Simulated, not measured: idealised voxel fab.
The document below concerns the process module designated voxel local oxidation.
It is cross-section cut that appears here, measuring 280 nm in width, its square cells being 5 nm in size.
A cross-section in this document is a grid of square cells, and it is written down as bands, the top band listed before the ones below it; a band is made up of one or more rows of cells.
Look at the band entry: it leads with the top's height and the bottom's height in nm. Then it lists the materials left to right, with a width in nm for each. The word "throughout" on a single material says that material fills the band edge to edge. The word "blank" is empty space.
Zero point of the height axis is 0; under it, received wafer = one material. Lowest band: continues down indefinitely, "top 0, no bottom".
Read "30->40" as a graded width: first number on top, second number at the bottom, same change between each pair of neighbouring rows.
You'll sometimes find "no change occurred" written for a step, and that's the way of saying that nowhere in the cross-section did a cell change during that step.
Closed-off voids of 8+ cells (no open route to the top) go in "Trapped voids", written width x height at distance from the left edge, in nm.
Past the settings on a step's line: simulator remark, on that step.
The setting "overlay nm" may be written on the line of a step. When the step uses a mask, the value reports how far to the right of the planned place the mask lay, and a negative value reports that it lay to the left.
Process steps - plan
1) RECEIVE,material Si
2) CONFORMAL_DEP,material SiO2,thk nm 5
3) CONFORMAL_DEP,material SiN,thk nm 15
4) DIRECTIONAL_DEP,material aC,thk nm 15
5) PATTERN,tone cover,mask id ACTIVE,material resist,width nm 125,thk nm 30,overlay nm 0
6) DIRECTIONAL_ETCH,etch materials aC,depth nm 15
7) STRIP,etch materials resist
8) DIRECTIONAL_ETCH,etch materials SiN,depth nm 15
9) STRIP,etch materials aC
10) SELECTIVE_ETCH,etch materials SiO2,depth nm 5
11) OXIDIZE,depth nm 15
12) STRIP,etch materials SiN
So this is the incoming wafer in cross-section - it's already been through step 1
* top 0, no bottom: Si throughout
* Trapped voids: none
Here's the wafer cut in cross-section after the module, started and planned just like above, except one thing was done wrong in the run
* top 5, bottom 0: blank: 85  SiO2: 110  blank: 85
* top 0, bottom -15: SiO2: 100  Si: 80  SiO2: 100
* top -15, no bottom: Si throughout
* Trapped voids: none
In executing the process, a mistake was made relative to the plan: heads up, step 5 didn't go per plan, it actually ran as PATTERN,tone cover,mask id ACTIVE,material resist,width nm 120,thk nm 30,overlay nm 0
